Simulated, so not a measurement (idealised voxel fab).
voxel capacitor over wiring: a process module
Square cell edge 5 nm, section width 240 nm, ID cut.
Cross-section format: a grid of square cells, given as bands from top to bottom; each band is one or more rows of cells. First you get the band's top height and its bottom height, in nm, and then the materials it's made of, left to right, with each width in nm. If you see a single material with "all across", that one covers the band edge to edge. "blank" is empty space. Height datum 0, below which the as-received substrate wafer is one material. Lowest band open at the bottom, running downward: "0..down". Top row gets the first number, bottom row gets the second, and each row in between changes by the same step: that is how a band width like "30 to 40" works. The designation "changes: none", where it is given for a processing step, indicates that no cell of the cross-section was altered in the course of that step. "Voids, enclosed": sealed empty spaces, 8 cells or more, no open way to top, listed width x height at distance, with distance from the left edge and width, height and distance in nm. If you see something after the settings on a step's line, that's the simulator's own remark about that step. "overlay nm", when on a step's line for a step with a mask, measures how far to the right of its planned place the mask lay; a negative measure means to the left.

THE PLANNED PROCESS STEPS ARE ENUMERATED HEREUNDER
| 1 | RECEIVE | material Si |
| 2 | CONFORMAL_DEP | material SiO2 | thk nm 15 |
| 3 | DIRECTIONAL_DEP | material TiN | thk nm 5 |
| 4 | DIRECTIONAL_DEP | material Ru | thk nm 15 |
| 5 | DIRECTIONAL_DEP | material aC | thk nm 10 |
| 6 | PATTERN | tone cover | mask id METAL_1 | material resist | width nm 25 | pitch nm 75 | thk nm 25 | overlay nm 0 |
| 7 | DIRECTIONAL_ETCH | etch materials aC | depth nm 10 |
| 8 | STRIP | etch materials resist |
| 9 | DIRECTIONAL_ETCH | etch materials Ru | depth nm 15 |
| 10 | DIRECTIONAL_ETCH | etch materials TiN | depth nm 5 |
| 11 | STRIP | etch materials aC |
| 12 | FILL_DEP | material SiO2 | thk nm 10 |
| 13 | CMP | height nm 35 |
| 14 | CONFORMAL_DEP | material SiCN | thk nm 5 |
| 15 | DIRECTIONAL_DEP | material SiO2 | thk nm 20 |
| 16 | MASKED_ETCH | tone open | mask id PLUG_1 | width nm 15 | etch materials SiO2 | depth nm 20 | overlay nm 0 |
| 17 | MASKED_ETCH | tone open | mask id PLUG_1 | width nm 15 | etch materials SiCN | depth nm 5 | overlay nm 0 |
| 18 | EPI | material Ru | thk nm 10 |
| 19 | EPI | material Ru | thk nm 10 |
| 20 | EPI | material Ru | thk nm 5 |
| 21 | DIRECTIONAL_DEP | material TiN | thk nm 10 |
| 22 | DIRECTIONAL_DEP | material SiN | thk nm 5 |
| 23 | DIRECTIONAL_DEP | material TiN | thk nm 10 |
| 24 | DIRECTIONAL_DEP | material aC | thk nm 15 |
| 25 | PATTERN | tone cover | mask id UPPER_PLATE | material resist | width nm 55 | thk nm 30 | overlay nm 0 |
| 26 | DIRECTIONAL_ETCH | etch materials aC | depth nm 15 |
| 27 | STRIP | etch materials resist |
| 28 | DIRECTIONAL_ETCH | etch materials TiN | depth nm 10 |
| 29 | DIRECTIONAL_ETCH | etch materials SiN | depth nm 5 |
| 30 | STRIP | etch materials aC |
| 31 | DIRECTIONAL_DEP | material aC | thk nm 15 |
| 32 | PATTERN | tone cover | mask id LOWER_PLATE | material resist | width nm 65 | thk nm 30 | overlay nm 0 |
| 33 | DIRECTIONAL_ETCH | etch materials aC | depth nm 15 |
| 34 | STRIP | etch materials resist |
| 35 | DIRECTIONAL_ETCH | etch materials TiN | depth nm 10 |
| 36 | STRIP | etch materials aC |
| 37 | FILL_DEP | material SiO2 | thk nm 15 |
| 38 | CMP | height nm 95 |
| 39 | DIRECTIONAL_DEP | material aC | thk nm 10 |
| 40 | PATTERN | tone open | mask id PLUG_2 | material resist | width nm 15 | thk nm 30 | overlay nm 0 |
| 41 | DIRECTIONAL_ETCH | etch materials aC | depth nm 10 |
| 42 | STRIP | etch materials resist |
| 43 | DIRECTIONAL_ETCH | etch materials SiO2 | depth nm 10 |
| 44 | STRIP | etch materials aC |
| 45 | CONFORMAL_DEP | material TiN | thk nm 5 |
| 46 | FILL_DEP | material Cu | thk nm 5 |
| 47 | CMP | height nm 95 |
| 48 | CONFORMAL_DEP | material SiN | thk nm 5 |

ACCOUNT OF THE FIRST OF TWO WAFERS, WHICH WAS PROCESSED AS INTENDED

HERE'S WHAT THE WAFER LOOKED LIKE IN CROSS-SECTION WHEN IT ARRIVED - THAT'S AFTER STEP 1
	0..down: Si all across
	Voids, enclosed: none

SECTIONAL VIEW: WAFER, AFTER STEP 2
	15..0: SiO2 all across
	Nothing below the height 0 has changed.

SECTIONAL VIEW: WAFER, AFTER STEP 3
	20..15: TiN all across
	Nothing below the height 15 has changed.

SECTIONAL VIEW: WAFER, AFTER STEP 4
	35..20: Ru all across
	Nothing below the height 20 has changed.

SECTIONAL VIEW: WAFER, AFTER STEP 5
	45..35: aC all across
	Nothing below the height 35 has changed.

SECTIONAL VIEW: WAFER, AFTER STEP 6
	70..45: 70 of blank  25 of resist  50 of blank  25 of resist  70 of blank
	Nothing below the height 45 has changed.

SECTIONAL VIEW: WAFER, AFTER STEP 7
	60..45: 70 of blank  25 of resist  50 of blank  25 of resist  70 of blank
	45..35: 70 of blank  25 of aC  50 of blank  25 of aC  70 of blank
	Nothing below the height 35 has changed.

SECTIONAL VIEW: WAFER, AFTER STEP 8
	45..35: 70 of blank  25 of aC  50 of blank  25 of aC  70 of blank
	Nothing below the height 35 has changed.

SECTIONAL VIEW: WAFER, AFTER STEP 9
	45..35: 70 of blank  25 of aC  50 of blank  25 of aC  70 of blank
	35..20: 70 of blank  25 of Ru  50 of blank  25 of Ru  70 of blank
	Nothing below the height 20 has changed.

SECTIONAL VIEW: WAFER, AFTER STEP 10
	45..35: 70 of blank  25 of aC  50 of blank  25 of aC  70 of blank
	35..20: 70 of blank  25 of Ru  50 of blank  25 of Ru  70 of blank
	20..15: 70 of blank  25 of TiN  50 of blank  25 of TiN  70 of blank
	Nothing below the height 15 has changed.

SECTIONAL VIEW: WAFER, AFTER STEP 11
	35..20: 70 of blank  25 of Ru  50 of blank  25 of Ru  70 of blank
	Nothing below the height 20 has changed.

SECTIONAL VIEW: WAFER, AFTER STEP 12
	45..35: SiO2 all across
	35..20: 70 of SiO2  25 of Ru  50 of SiO2  25 of Ru  70 of SiO2
	20..15: 70 of SiO2  25 of TiN  50 of SiO2  25 of TiN  70 of SiO2
	Nothing below the height 15 has changed.

SECTIONAL VIEW: WAFER, AFTER STEP 13
	35..20: 70 of SiO2  25 of Ru  50 of SiO2  25 of Ru  70 of SiO2
	Nothing below the height 20 has changed.

SECTIONAL VIEW: WAFER, AFTER STEP 14
	40..35: SiCN all across
	Nothing below the height 35 has changed.

SECTIONAL VIEW: WAFER, AFTER STEP 15
	60..40: SiO2 all across
	Nothing below the height 40 has changed.

SECTIONAL VIEW: WAFER, AFTER STEP 16
	60..40: 80 of SiO2  15 of blank  145 of SiO2
	Nothing below the height 40 has changed.

SECTIONAL VIEW: WAFER, AFTER STEP 17
	60..40: 80 of SiO2  15 of blank  145 of SiO2
	40..35: 80 of SiCN  15 of blank  145 of SiCN
	Nothing below the height 35 has changed.

SECTIONAL VIEW: WAFER, AFTER STEP 18
	60..45: 80 of SiO2  15 of blank  145 of SiO2
	45..40: 80 of SiO2  15 of Ru  145 of SiO2
	40..35: 80 of SiCN  15 of Ru  145 of SiCN
	Nothing below the height 35 has changed.

SECTIONAL VIEW: WAFER, AFTER STEP 19
	60..55: 80 of SiO2  15 of blank  145 of SiO2
	55..40: 80 of SiO2  15 of Ru  145 of SiO2
	Nothing below the height 40 has changed.

SECTIONAL VIEW: WAFER, AFTER STEP 20
	60..40: 80 of SiO2  15 of Ru  145 of SiO2
	Nothing below the height 40 has changed.

SECTIONAL VIEW: WAFER, AFTER STEP 21
	70..60: TiN all across
	Nothing below the height 60 has changed.

SECTIONAL VIEW: WAFER, AFTER STEP 22
	75..70: SiN all across
	Nothing below the height 70 has changed.

SECTIONAL VIEW: WAFER, AFTER STEP 23
	85..75: TiN all across
	Nothing below the height 75 has changed.

SECTIONAL VIEW: WAFER, AFTER STEP 24
	100..85: aC all across
	Nothing below the height 85 has changed.

SECTIONAL VIEW: WAFER, AFTER STEP 25
	130..100: 80 of blank  55 of resist  105 of blank
	Nothing below the height 100 has changed.

SECTIONAL VIEW: WAFER, AFTER STEP 26
	115..100: 80 of blank  55 of resist  105 of blank
	100..85: 80 of blank  55 of aC  105 of blank
	Nothing below the height 85 has changed.

SECTIONAL VIEW: WAFER, AFTER STEP 27
	100..85: 80 of blank  55 of aC  105 of blank
	Nothing below the height 85 has changed.

SECTIONAL VIEW: WAFER, AFTER STEP 28
	100..85: 80 of blank  55 of aC  105 of blank
	85..75: 80 of blank  55 of TiN  105 of blank
	Nothing below the height 75 has changed.

SECTIONAL VIEW: WAFER, AFTER STEP 29
	100..85: 80 of blank  55 of aC  105 of blank
	85..75: 80 of blank  55 of TiN  105 of blank
	75..70: 80 of blank  55 of SiN  105 of blank
	Nothing below the height 70 has changed.

SECTIONAL VIEW: WAFER, AFTER STEP 30
	85..75: 80 of blank  55 of TiN  105 of blank
	Nothing below the height 75 has changed.

SECTIONAL VIEW: WAFER, AFTER STEP 31
	100..85: 80 of blank  55 of aC  105 of blank
	85..75: 80 of aC  55 of TiN  105 of aC
	75..70: 80 of aC  55 of SiN  105 of aC
	Nothing below the height 70 has changed.

SECTIONAL VIEW: WAFER, AFTER STEP 32
	130..100: 75 of blank  65 of resist  100 of blank
	100..85: 75 of blank  5 of resist  55 of aC  5 of resist  100 of blank
	Nothing below the height 85 has changed.

SECTIONAL VIEW: WAFER, AFTER STEP 33
	115..100: 75 of blank  65 of resist  100 of blank
	100..85: 75 of blank  5 of resist  55 of aC  5 of resist  100 of blank
	85..75: 75 of blank  5 of aC  55 of TiN  5 of aC  100 of blank
	75..70: 75 of blank  5 of aC  55 of SiN  5 of aC  100 of blank
	Nothing below the height 70 has changed.

SECTIONAL VIEW: WAFER, AFTER STEP 34
	100..85: 80 of blank  55 of aC  105 of blank
	Nothing below the height 85 has changed.

SECTIONAL VIEW: WAFER, AFTER STEP 35
	100..85: 80 of blank  55 of aC  105 of blank
	85..75: 75 of blank  5 of aC  55 of TiN  5 of aC  100 of blank
	75..70: 75 of blank  5 of aC  55 of SiN  5 of aC  100 of blank
	70..60: 75 of blank  65 of TiN  100 of blank
	Nothing below the height 60 has changed.

SECTIONAL VIEW: WAFER, AFTER STEP 36
	85..75: 80 of blank  55 of TiN  105 of blank
	75..70: 80 of blank  55 of SiN  105 of blank
	Nothing below the height 70 has changed.

SECTIONAL VIEW: WAFER, AFTER STEP 37
	100..85: SiO2 all across
	85..75: 80 of SiO2  55 of TiN  105 of SiO2
	75..70: 80 of SiO2  55 of SiN  105 of SiO2
	70..60: 75 of SiO2  65 of TiN  100 of SiO2
	Nothing below the height 60 has changed.

SECTIONAL VIEW: WAFER, AFTER STEP 38
	95..85: SiO2 all across
	Nothing below the height 85 has changed.

SECTIONAL VIEW: WAFER, AFTER STEP 39
	105..95: aC all across
	Nothing below the height 95 has changed.

SECTIONAL VIEW: WAFER, AFTER STEP 40
	135..105: 90 of resist  15 of blank  135 of resist
	Nothing below the height 105 has changed.

SECTIONAL VIEW: WAFER, AFTER STEP 41
	125..105: 90 of resist  15 of blank  135 of resist
	105..95: 90 of aC  15 of blank  135 of aC
	Nothing below the height 95 has changed.

SECTIONAL VIEW: WAFER, AFTER STEP 42
	105..95: 90 of aC  15 of blank  135 of aC
	Nothing below the height 95 has changed.

SECTIONAL VIEW: WAFER, AFTER STEP 43
	105..95: 90 of aC  15 of blank  135 of aC
	95..85: 90 of SiO2  15 of blank  135 of SiO2
	Nothing below the height 85 has changed.

SECTIONAL VIEW: WAFER, AFTER STEP 44
	95..85: 90 of SiO2  15 of blank  135 of SiO2
	Nothing below the height 85 has changed.

SECTIONAL VIEW: WAFER, AFTER STEP 45
	100..95: 95 of TiN  5 of blank  140 of TiN
	95..90: 90 of SiO2  5 of TiN  5 of blank  5 of TiN  135 of SiO2
	90..85: 90 of SiO2  15 of TiN  135 of SiO2
	Nothing below the height 85 has changed.

SECTIONAL VIEW: WAFER, AFTER STEP 46
	105..100: Cu all across
	100..95: 95 of TiN  5 of Cu  140 of TiN
	95..90: 90 of SiO2  5 of TiN  5 of Cu  5 of TiN  135 of SiO2
	Nothing below the height 90 has changed.

SECTIONAL VIEW: WAFER, AFTER STEP 47
	95..90: 90 of SiO2  5 of TiN  5 of Cu  5 of TiN  135 of SiO2
	Nothing below the height 90 has changed.

SECTIONAL VIEW: WAFER, AFTER STEP 48
	100..95: SiN all across
	Nothing below the height 95 has changed.

WAFER TWO. SAME START, SAME PLAN, ONE SLIP IN EXECUTION. SAME AS WAFER ONE THROUGH STEP 20, INCLUSIVE

SECOND WAFER: CROSS-SECTION AT THE SCHEDULED END OF STEP 21
	70..60: SiN all across
	Nothing below the height 60 has changed.

SECOND WAFER: CROSS-SECTION AT THE SCHEDULED END OF STEP 22
	75..60: SiN all across
	Nothing below the height 60 has changed.

SECOND WAFER: CROSS-SECTION AT THE SCHEDULED END OF STEP 23
	85..75: TiN all across
	Nothing below the height 75 has changed.

SECOND WAFER: CROSS-SECTION AT THE SCHEDULED END OF STEP 24
	100..85: aC all across
	Nothing below the height 85 has changed.

SECOND WAFER: CROSS-SECTION AT THE SCHEDULED END OF STEP 25
	130..100: 80 of blank  55 of resist  105 of blank
	Nothing below the height 100 has changed.

SECOND WAFER: CROSS-SECTION AT THE SCHEDULED END OF STEP 26
	115..100: 80 of blank  55 of resist  105 of blank
	100..85: 80 of blank  55 of aC  105 of blank
	Nothing below the height 85 has changed.

SECOND WAFER: CROSS-SECTION AT THE SCHEDULED END OF STEP 27
	100..85: 80 of blank  55 of aC  105 of blank
	Nothing below the height 85 has changed.

SECOND WAFER: CROSS-SECTION AT THE SCHEDULED END OF STEP 28
	100..85: 80 of blank  55 of aC  105 of blank
	85..75: 80 of blank  55 of TiN  105 of blank
	Nothing below the height 75 has changed.

SECOND WAFER: CROSS-SECTION AT THE SCHEDULED END OF STEP 29
	100..85: 80 of blank  55 of aC  105 of blank
	85..75: 80 of blank  55 of TiN  105 of blank
	75..70: 80 of blank  55 of SiN  105 of blank
	Nothing below the height 70 has changed.

SECOND WAFER: CROSS-SECTION AT THE SCHEDULED END OF STEP 30
	85..75: 80 of blank  55 of TiN  105 of blank
	Nothing below the height 75 has changed.

SECOND WAFER: CROSS-SECTION AT THE SCHEDULED END OF STEP 31
	100..85: 80 of blank  55 of aC  105 of blank
	85..75: 80 of aC  55 of TiN  105 of aC
	75..70: 80 of aC  55 of SiN  105 of aC
	Nothing below the height 70 has changed.

SECOND WAFER: CROSS-SECTION AT THE SCHEDULED END OF STEP 32
	130..100: 75 of blank  65 of resist  100 of blank
	100..85: 75 of blank  5 of resist  55 of aC  5 of resist  100 of blank
	Nothing below the height 85 has changed.

SECOND WAFER: CROSS-SECTION AT THE SCHEDULED END OF STEP 33
	115..100: 75 of blank  65 of resist  100 of blank
	100..85: 75 of blank  5 of resist  55 of aC  5 of resist  100 of blank
	85..75: 75 of blank  5 of aC  55 of TiN  5 of aC  100 of blank
	75..70: 75 of blank  5 of aC  55 of SiN  5 of aC  100 of blank
	Nothing below the height 70 has changed.

SECOND WAFER: CROSS-SECTION AT THE SCHEDULED END OF STEP 34
	100..85: 80 of blank  55 of aC  105 of blank
	Nothing below the height 85 has changed.

Second wafer: cross-section at the scheduled end of step 35: changes: none

SECOND WAFER: CROSS-SECTION AT THE SCHEDULED END OF STEP 36
	85..75: 80 of blank  55 of TiN  105 of blank
	75..70: 80 of blank  55 of SiN  105 of blank
	Nothing below the height 70 has changed.

SECOND WAFER: CROSS-SECTION AT THE SCHEDULED END OF STEP 37
	100..85: SiO2 all across
	85..75: 80 of SiO2  55 of TiN  105 of SiO2
	75..70: 80 of SiO2  55 of SiN  105 of SiO2
	Nothing below the height 70 has changed.

SECOND WAFER: CROSS-SECTION AT THE SCHEDULED END OF STEP 38
	95..85: SiO2 all across
	Nothing below the height 85 has changed.

SECOND WAFER: CROSS-SECTION AT THE SCHEDULED END OF STEP 39
	105..95: aC all across
	Nothing below the height 95 has changed.

SECOND WAFER: CROSS-SECTION AT THE SCHEDULED END OF STEP 40
	135..105: 90 of resist  15 of blank  135 of resist
	Nothing below the height 105 has changed.

SECOND WAFER: CROSS-SECTION AT THE SCHEDULED END OF STEP 41
	125..105: 90 of resist  15 of blank  135 of resist
	105..95: 90 of aC  15 of blank  135 of aC
	Nothing below the height 95 has changed.

SECOND WAFER: CROSS-SECTION AT THE SCHEDULED END OF STEP 42
	105..95: 90 of aC  15 of blank  135 of aC
	Nothing below the height 95 has changed.

SECOND WAFER: CROSS-SECTION AT THE SCHEDULED END OF STEP 43
	105..95: 90 of aC  15 of blank  135 of aC
	95..85: 90 of SiO2  15 of blank  135 of SiO2
	Nothing below the height 85 has changed.

SECOND WAFER: CROSS-SECTION AT THE SCHEDULED END OF STEP 44
	95..85: 90 of SiO2  15 of blank  135 of SiO2
	Nothing below the height 85 has changed.

SECOND WAFER: CROSS-SECTION AT THE SCHEDULED END OF STEP 45
	100..95: 95 of TiN  5 of blank  140 of TiN
	95..90: 90 of SiO2  5 of TiN  5 of blank  5 of TiN  135 of SiO2
	90..85: 90 of SiO2  15 of TiN  135 of SiO2
	Nothing below the height 85 has changed.

SECOND WAFER: CROSS-SECTION AT THE SCHEDULED END OF STEP 46
	105..100: Cu all across
	100..95: 95 of TiN  5 of Cu  140 of TiN
	95..90: 90 of SiO2  5 of TiN  5 of Cu  5 of TiN  135 of SiO2
	Nothing below the height 90 has changed.

SECOND WAFER: CROSS-SECTION AT THE SCHEDULED END OF STEP 47
	95..90: 90 of SiO2  5 of TiN  5 of Cu  5 of TiN  135 of SiO2
	Nothing below the height 90 has changed.

SECOND WAFER: CROSS-SECTION AT THE SCHEDULED END OF STEP 48
	100..95: SiN all across
	Nothing below the height 95 has changed.
Nonconformance to the process plan: heads up, step 21 didn't go per plan, it actually ran as DIRECTIONAL_DEP | material SiN | thk nm 10
Counted in cells at the end, the second wafer holds more or fewer of these materials than the first: +96 SiN; -70 SiO2; -26 TiN
